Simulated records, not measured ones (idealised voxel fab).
Process module, titled voxel self aligned vias
FYI the section here is cut, 225 nm wide, cells are 5 nm squares.
How to read a cross-section here: the picture is a grid of square cells, written as bands going from the top down, and any band can span one or more rows of cells.
Basically the band line says how high the top is and how high the bottom is, in nm, and then what's in it from left to right, every material with its width in nm. Empty space shows up as "air", and if a single material carries "everywhere" it runs the full band edge to edge.
The level at which height equals 0 is the one under which the wafer, as it arrives, is entirely one material. No lower edge exists for the bottom band, which continues downward and is notated as in "0 nm and below".
A width such as "30 to 40" changes by the same amount from each row of cells to the next, from the band's top row to its bottom row.
"remained the same" means the step left every cell of the cross-section as it was.
Heads up: "Completely sealed voids" only lists the empty pockets with no open path to the top that are 8 cells or more, and it writes them as width x height at distance, distance from the left edge, in nm.
On each step's line, the part that comes after the settings is the simulator's own comment on the step.
"overlay nm" on a masked step: distance the mask lay right of its planned place, negative for left.

Process steps (planned)
1: RECEIVE [material Si]
2: CONFORMAL_DEP [material SiO2] [thk nm 10]
3: CONFORMAL_DEP [material SiCN] [thk nm 5]
4: DIRECTIONAL_DEP [material SiO2] [thk nm 20]
5: MASKED_ETCH [tone open] [mask id LINES] [width nm 30] [pitch nm 70] [etch materials SiO2] [depth nm 20] [overlay nm 0]
6: CONFORMAL_DEP [material TiN] [thk nm 5]
7: FILL_DEP [material W] [thk nm 5]
8: CMP [height nm 35]
9: SELECTIVE_ETCH [etch materials W Ru TiN] [depth nm 10]
10: FILL_DEP [material SiN] [thk nm 5]
11: CMP [height nm 35]
12: DIRECTIONAL_DEP [material SiO2] [thk nm 20]
13: DIRECTIONAL_DEP [material aC] [thk nm 10]
14: PATTERN [tone open] [mask id VIAS] [material resist] [width nm 40] [pitch nm 140] [thk nm 25] [overlay nm 0]
15: DIRECTIONAL_ETCH [etch materials aC] [depth nm 10]
16: STRIP [etch materials resist]
17: DIRECTIONAL_ETCH [etch materials SiO2] [depth nm 20]
18: DIRECTIONAL_ETCH [etch materials SiN] [depth nm 10]
19: STRIP [etch materials aC]
20: CONFORMAL_DEP [material TiN] [thk nm 5]
21: FILL_DEP [material Ru] [thk nm 5]
22: CMP [height nm 55]
23: CONFORMAL_DEP [material SiCN] [thk nm 5]

Cross-section of the incoming wafer, state after step 1
* 0 nm and below  Si everywhere
* Completely sealed voids: none

Cross-section: first of two wafers, module finished, run according to plan
* 60 nm to 55 nm  SiCN everywhere
* 55 nm to 40 nm  20 nm SiO2, 5 nm TiN, 30 nm Ru, 5 nm TiN, 100 nm SiO2, 5 nm TiN, 30 nm Ru, 5 nm TiN, 25 nm SiO2
* 40 nm to 35 nm  20 nm SiO2, 10 nm TiN, 20 nm Ru, 10 nm TiN, 100 nm SiO2, 10 nm TiN, 20 nm Ru, 10 nm TiN, 25 nm SiO2
* 35 nm to 30 nm  25 nm SiO2, 5 nm TiN, 20 nm Ru, 5 nm TiN, 40 nm SiO2, 30 nm SiN, 40 nm SiO2, 5 nm TiN, 20 nm Ru, 5 nm TiN, 30 nm SiO2
* 30 nm to 25 nm  25 nm SiO2, 30 nm TiN, 40 nm SiO2, 30 nm SiN, 40 nm SiO2, 30 nm TiN, 30 nm SiO2
* 25 nm to 20 nm  25 nm SiO2, 5 nm TiN, 20 nm W, 5 nm TiN, 40 nm SiO2, 5 nm TiN, 20 nm W, 5 nm TiN, 40 nm SiO2, 5 nm TiN, 20 nm W, 5 nm TiN, 30 nm SiO2
* 20 nm to 15 nm  25 nm SiO2, 30 nm TiN, 40 nm SiO2, 30 nm TiN, 40 nm SiO2, 30 nm TiN, 30 nm SiO2
* 15 nm to 10 nm  SiCN everywhere
* 10 nm to 0 nm  SiO2 everywhere
* 0 nm and below  Si everywhere
* Completely sealed voids: none

Cross-sectional image of the second wafer of the two following completion of the module. Starting state and process plan were the same as for the first wafer; one execution error occurred
* 60 nm to 55 nm  SiCN everywhere
* 55 nm to 40 nm  20 nm SiO2, 5 nm TiN, 30 nm Ru, 5 nm TiN, 100 nm SiO2, 5 nm TiN, 30 nm Ru, 5 nm TiN, 25 nm SiO2
* 40 nm to 35 nm  20 nm SiO2, 10 nm TiN, 20 nm Ru, 10 nm TiN, 100 nm SiO2, 10 nm TiN, 20 nm Ru, 10 nm TiN, 25 nm SiO2
* 35 nm to 30 nm  25 nm SiO2, 5 nm TiN, 20 nm Ru, 5 nm TiN, 40 nm SiO2, 30 nm SiN, 40 nm SiO2, 5 nm TiN, 20 nm Ru, 5 nm TiN, 30 nm SiO2
* 30 nm to 25 nm  25 nm SiO2, 30 nm TiN, 40 nm SiO2, 30 nm SiN, 40 nm SiO2, 30 nm TiN, 30 nm SiO2
* 25 nm to 20 nm  25 nm SiO2, 30 nm TiN, 40 nm SiO2, 30 nm TiN, 40 nm SiO2, 30 nm TiN, 30 nm SiO2
* 20 nm to 15 nm  SiCN everywhere
* 15 nm to 0 nm  SiO2 everywhere
* 0 nm and below  Si everywhere
* Completely sealed voids: none
In executing the process, a mistake was made relative to the plan: step 2 ran with different settings than intended, the actual operation and settings being CONFORMAL_DEP [material SiO2] [thk nm 15]
End of process, cell counts, second wafer against first, materials with more or fewer: 18 more of SiO2, 6 fewer of TiN, 12 fewer of W
